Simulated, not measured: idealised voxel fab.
Process module, titled voxel transistor to metal
Square cells of 5 nm make up the cross-section cut, whose width is 180 nm.
This document writes a cross-section as a grid whose cells are square, and gives it as bands, listed from the top down; one or more rows of cells form a band. Quick guide to a band line: top height, bottom height (nm) up front; then every material left to right with its width in nm. Only one material and it's marked "edge to edge"? Then it fills the band edge to edge. And "air" just means empty space. All heights in this document are referenced to 0, defined as the level beneath which the wafer, as received, consists entirely of one material. The lowest band is not bounded below; it extends indefinitely downward and is written in the form "0 and below". Top row gets the first number, bottom row gets the second, and each row in between changes by the same step: that is how a band width like "30..40" works. What does "remained unchanged" mean for a step? It means no cell of the cross-section changed in that step. Any empty space of 8 cells or more lacking an open way to the top shows up in "Entrapped void list" as width x height at distance, distance from the left edge, in nm. On each step's line, the part that comes after the settings is the simulator's own comment on the step. The "overlay nm" setting may appear on a step's line; for a step that uses a mask, it gives how far to the right of its planned position the mask lay, and a negative value indicates the left.
-- Process steps foreseen in the plan
1 RECEIVE: material Si
2 CONFORMAL_DEP: material SiO2, thk nm 5
3 CONFORMAL_DEP: material SiN, thk nm 10
4 MASKED_ETCH: tone cover, mask id ACTIVE, width nm 110, etch materials SiN, depth nm 10, overlay nm 0
5 MASKED_ETCH: tone cover, mask id ACTIVE, width nm 110, etch materials SiO2, depth nm 5, overlay nm 0
6 MASKED_ETCH: tone cover, mask id ACTIVE, width nm 110, etch materials Si, depth nm 30, overlay nm 0
7 OXIDIZE: depth nm 5
8 FILL_DEP: material SiO2, thk nm 5
9 CMP: height nm 15
10 SELECTIVE_ETCH: etch materials SiO2, depth nm 10
11 STRIP: etch materials SiN
12 SELECTIVE_ETCH: etch materials SiO2, depth nm 5
13 OXIDIZE: depth nm 5
14 DIRECTIONAL_DEP: material polySi, thk nm 20
15 DIRECTIONAL_DEP: material SiCN, thk nm 10
16 PATTERN: tone cover, mask id GATE, material resist, width nm 30, thk nm 15, overlay nm 0
17 DIRECTIONAL_ETCH: etch materials SiCN, depth nm 20
18 DIRECTIONAL_ETCH: etch materials polySi, depth nm 30
19 STRIP: etch materials resist
20 CONFORMAL_DEP: material SiN, thk nm 10
21 DIRECTIONAL_ETCH: etch materials SiN, depth nm 10
22 DIRECTIONAL_ETCH: etch materials SiO2, depth nm 5
23 EPI: material pSi, thk nm 5
24 FILL_DEP: material SiO2, thk nm 10
25 CMP: height nm 20
26 STRIP: etch materials polySi
27 SELECTIVE_ETCH: etch materials SiO2, depth nm 5
28 CONFORMAL_DEP: material HfO2, thk nm 5
29 CONFORMAL_DEP: material TiN, thk nm 5
30 FILL_DEP: material W, thk nm 10
31 CMP: height nm 15
32 DIRECTIONAL_DEP: material SiO2, thk nm 10
33 MASKED_ETCH: tone open, mask id CONTACT, width nm 20, pitch nm 80, etch materials SiO2, depth nm 25, overlay nm 0
34 CONFORMAL_DEP: material TiN, thk nm 5
35 FILL_DEP: material Ru, thk nm 5
36 CMP: height nm 25
37 CONFORMAL_DEP: material SiN, thk nm 5
38 DIRECTIONAL_DEP: material lowk, thk nm 20
39 DIRECTIONAL_DEP: material aC, thk nm 15
40 PATTERN: tone open, mask id METAL_1, material resist, width nm 20, pitch nm 80, thk nm 30, overlay nm -15
41 DIRECTIONAL_ETCH: etch materials aC, depth nm 15
42 STRIP: etch materials resist
43 DIRECTIONAL_ETCH: etch materials lowk, depth nm 20
44 DIRECTIONAL_ETCH: etch materials SiN, depth nm 5
45 STRIP: etch materials aC
46 CONFORMAL_DEP: material TiN, thk nm 5
47 FILL_DEP: material Cu, thk nm 5
48 CMP: height nm 50
49 CONFORMAL_DEP: material SiCN, thk nm 5
50 DIRECTIONAL_DEP: material SiO2, thk nm 30
51 MASKED_ETCH: tone open, mask id METAL_2_HOLES, width nm 15, pitch nm 80, etch materials SiO2, depth nm 30, overlay nm 0
52 MASKED_ETCH: tone open, mask id METAL_2, width nm 20, pitch nm 80, etch materials SiO2, depth nm 20, overlay nm 0
53 MASKED_ETCH: tone open, mask id METAL_2, width nm 20, pitch nm 80, etch materials SiCN, depth nm 5, overlay nm 0
54 CONFORMAL_DEP: material TiN, thk nm 5
55 FILL_DEP: material Ru, thk nm 10
56 CMP: height nm 85
57 CONFORMAL_DEP: material SiN, thk nm 5
The wafers are alike at the start. At step 40, their overlay nm differs. The plan lists the first wafer's value.
-- Incoming state of the first of several wafers in cross-section: after step 1
- 0 and below | Si edge to edge
- Entrapped void list: none
-- So in this table every wafer gets its own row, and what you see is where it stands at the end of the module: for each material, how many cells it picked up (+) or gave up (-) since we received it, and after that its closed voids
overlay nm -15; +16 Cu; +14 HfO2; +34 Ru; -132 Si; +30 SiCN; +76 SiN; +394 SiO2; +88 TiN; +4 W; +112 lowk; +12 pSi; Entrapped void list: none
overlay nm -10; +16 Cu; +14 HfO2; +34 Ru; -132 Si; +30 SiCN; +76 SiN; +394 SiO2; +88 TiN; +4 W; +112 lowk; +12 pSi; Entrapped void list: none
overlay nm -5; +16 Cu; +14 HfO2; +34 Ru; -132 Si; +30 SiCN; +76 SiN; +394 SiO2; +88 TiN; +4 W; +112 lowk; +12 pSi; Entrapped void list: none
overlay nm 0; +16 Cu; +14 HfO2; +34 Ru; -132 Si; +30 SiCN; +76 SiN; +394 SiO2; +88 TiN; +4 W; +112 lowk; +12 pSi; Entrapped void list: none
overlay nm 5; +16 Cu; +14 HfO2; +34 Ru; -132 Si; +30 SiCN; +76 SiN; +394 SiO2; +88 TiN; +4 W; +112 lowk; +12 pSi; Entrapped void list: none
overlay nm 10; +16 Cu; +14 HfO2; +34 Ru; -132 Si; +30 SiCN; +76 SiN; +394 SiO2; +88 TiN; +4 W; +112 lowk; +12 pSi; Entrapped void list: none
overlay nm 15; +16 Cu; +14 HfO2; +34 Ru; -132 Si; +30 SiCN; +76 SiN; +394 SiO2; +88 TiN; +4 W; +112 lowk; +12 pSi; Entrapped void list: none
